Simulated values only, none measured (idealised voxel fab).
voxel wiring stack: a process module
FYI the section here is cut, 220 nm wide, cells are 5 nm squares.
This document writes a cross-section as a grid whose cells are square, and gives it as bands, listed from the top down; one or more rows of cells form a band. First you get the band's top height and its bottom height, in nm, and then the materials it's made of, left to right, with each width in nm. If you see a single material with "throughout", that one covers the band edge to edge. "blank" is empty space. Below 0: as-received wafer, all one material; heights counted from there. Lowest band: no bottom, goes on down, written "0 nm and below". Think of "30->40" as a width that walks from the first number to the second as you go down the band, top row to bottom row, taking equal-sized steps from row to row. "left unchanged" -> step changed no cross-section cell. "Trapped cavities" enumerates empty spaces isolated from the top, with no open way to it, that contain at least 8 cells, giving each as width x height at distance from the left edge, all three in nm. The remark found on a step's line after its settings is issued by the simulator itself and pertains to that step. A step's line can hold "overlay nm"; with a mask on that step, the setting says how far right of the planned place the mask lay, while a negative setting says it lay to the left.
-- plan
1. RECEIVE,material Si
2. CONFORMAL_DEP,material SiO2,thk nm 15
3. CONFORMAL_DEP,material SiN,thk nm 5
4. DIRECTIONAL_DEP,material SiO2,thk nm 25
5. DIRECTIONAL_DEP,material aC,thk nm 15
6. PATTERN,tone open,mask id METAL_1,material resist,width nm 30,pitch nm 50,thk nm 35,overlay nm 0
7. DIRECTIONAL_ETCH,etch materials aC,depth nm 15
8. STRIP,etch materials resist
9. DIRECTIONAL_ETCH,etch materials SiO2,depth nm 25
10. DIRECTIONAL_ETCH,etch materials SiN,depth nm 5
11. STRIP,etch materials aC
12. CONFORMAL_DEP,material TiN,thk nm 5
13. FILL_DEP,material W,thk nm 5
14. CMP,height nm 45
15. EPI,material Ru,thk nm 5
16. FILL_DEP,material SiCN,thk nm 5
17. DIRECTIONAL_DEP,material lowk,thk nm 35
18. MASKED_ETCH,tone open,mask id METAL_2,width nm 30,pitch nm 50,etch materials lowk,depth nm 20,overlay nm 0
19. MASKED_ETCH,tone open,mask id METAL_2_HOLES,width nm 15,pitch nm 50,etch materials lowk,depth nm 15,overlay nm 0
20. MASKED_ETCH,tone open,mask id METAL_2_HOLES,width nm 15,pitch nm 50,etch materials SiCN,depth nm 5,overlay nm 0
21. CONFORMAL_DEP,material TiN,thk nm 5
22. FILL_DEP,material Cu,thk nm 10
23. CMP,height nm 90
24. CONFORMAL_DEP,material SiCN,thk nm 5
-- Shown in cross-section is the wafer as received, that is, as it stands after step 1
> 0 nm and below  Si throughout
> Trapped cavities: none
-- Wafer cross-section at end of module: start and plan as shown above, one execution error
> 95 nm to 90 nm  SiCN throughout
> 90 nm to 75 nm  lowk 20  TiN 5  Cu 20  TiN 5  lowk 20  TiN 5  Cu 20  TiN 5  lowk 20  TiN 5  Cu 20  TiN 5  lowk 20  TiN 5  Cu 20  TiN 5  lowk 20
> 75 nm to 70 nm  lowk 20  TiN 5  Cu 5  TiN 20  lowk 20  TiN 5  Cu 5  TiN 20  lowk 20  TiN 5  Cu 5  TiN 20  lowk 20  TiN 5  Cu 5  TiN 20  lowk 20
> 70 nm to 55 nm  lowk 20  TiN 5  Cu 5  TiN 5  lowk 35  TiN 5  Cu 5  TiN 5  lowk 35  TiN 5  Cu 5  TiN 5  lowk 35  TiN 5  Cu 5  TiN 5  lowk 35
> 55 nm to 50 nm  SiCN 20  TiN 15  SiCN 35  TiN 15  SiCN 35  TiN 15  SiCN 35  TiN 15  SiCN 35
> 50 nm to 45 nm  SiCN 15  Ru 15  SiCN 10  Ru 15  SiCN 10  Ru 15  SiCN 10  Ru 15  SiCN 10  Ru 15  SiCN 10  Ru 15  SiCN 10  Ru 15  SiCN 10  Ru 15  SiCN 15
> 45 nm to 20 nm  SiO2 20  TiN 5  SiO2 20  TiN 5  SiO2 20  TiN 5  SiO2 20  TiN 5  SiO2 20  TiN 5  SiO2 20  TiN 5  SiO2 20  TiN 5  SiO2 20  TiN 5  SiO2 20
> 20 nm to 15 nm  SiN 20  TiN 30  SiN 20  TiN 30  SiN 20  TiN 30  SiN 20  TiN 30  SiN 20
> 15 nm to 0 nm  SiO2 throughout
> 0 nm and below  Si throughout
> Trapped cavities: none
Want to know what went wrong? step 13 was not run as planned; what actually ran was FILL_DEP,material SiO2,thk nm 5
